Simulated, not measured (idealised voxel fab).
Presented below is a process module, voxel self aligned vias.
Cross-sectional view cut (width: 170 nm; square cell size: 5 nm).
In this document a cross-section is written as a grid of square cells. It is given as a series of bands, listed from the top down, and a band is one or more rows of cells.
The entry gives the band's vertical extent as a top height and a bottom height in nm, then its horizontal make-up as materials from left to right, each with a width in nm. "air" stands for empty space; a single material marked "full width" fills the band edge to edge.
Heights are expressed relative to 0, this being the level below which the as-received wafer comprises one material exclusively. The lowest band is unbounded in the downward direction and is denoted as in "top 0, no bottom".
When a width is written as two numbers, as in "30..40", the first number is the width in the top row of cells of the band and the second is the width in its bottom row, and the width changes by the same amount from each row to the next.
It should be understood that the words "nothing altered", when stated for a given step, signify that the cross-section underwent no change in any of its cells during that step.
Empty spaces counting at least 8 cells and having no open way to the top are listed in "Enclosed cavities". The notation width x height at distance is used for each, the distance being from the left edge and all three values in nm.
On each step's line, the part that comes after the settings is the simulator's own comment on the step.
Regarding "overlay nm": on a step with a mask, it is the distance the mask lay to the right of its planned place; a negative value places it to the left.
### So here's the lineup of process steps we planned
step 1: RECEIVE, material Si
step 2: CONFORMAL_DEP, material SiO2, thk nm 15
step 3: CONFORMAL_DEP, material SiCN, thk nm 5
step 4: DIRECTIONAL_DEP, material lowk, thk nm 20
step 5: PATTERN, tone open, mask id LINES, material resist, width nm 20, pitch nm 55, thk nm 20, overlay nm 0
step 6: DIRECTIONAL_ETCH, etch materials lowk, depth nm 20
step 7: STRIP, etch materials resist
step 8: CONFORMAL_DEP, material TiN, thk nm 5
step 9: FILL_DEP, material Ru, thk nm 5
step 10: CMP, height nm 30
step 11: SELECTIVE_ETCH, etch materials W Ru TiN, depth nm 10
step 12: FILL_DEP, material SiN, thk nm 10
step 13: CMP, height nm 40
step 14: DIRECTIONAL_DEP, material lowk, thk nm 20
step 15: MASKED_ETCH, tone open, mask id VIAS, width nm 30, pitch nm 110, etch materials lowk, depth nm 20, overlay nm 0
step 16: MASKED_ETCH, tone open, mask id VIAS, width nm 30, pitch nm 110, etch materials SiN, depth nm 10, overlay nm 0
step 17: CONFORMAL_DEP, material TiN, thk nm 5
step 18: FILL_DEP, material Ru, thk nm 10
step 19: CMP, height nm 60
step 20: CONFORMAL_DEP, material SiN, thk nm 5
The wafers in this document start out alike and differ in the height nm applied at step 10; the plan shows the value used for the first wafer.
### Cross-section of the first of several wafers on receipt, reflecting completion of step 1
    top 0, no bottom | Si full width
    Enclosed cavities: none
### Below, a row for every wafer. Read it as the end-of-module picture: for each material the wafer shows its cells gained (+) or lost (-) since it was received, and then its closed voids
height nm 30, +40 Ru, +34 SiCN, +102 SiN, +102 SiO2, +32 TiN, +132 lowk, Enclosed cavities: none
height nm 35, +36 Ru, +34 SiCN, +72 SiN, +102 SiO2, +44 TiN, +154 lowk, Enclosed cavities: none
height nm 40, +38 Ru, +34 SiCN, +42 SiN, +102 SiO2, +50 TiN, +176 lowk, Enclosed cavities: none
height nm 45, +40 Ru, +34 SiCN, +38 SiN, +102 SiO2, +52 TiN, +176 lowk, Enclosed cavities: none
height nm 50, +42 Ru, +34 SiCN, +34 SiN, +102 SiO2, +54 TiN, +176 lowk, Enclosed cavities: none
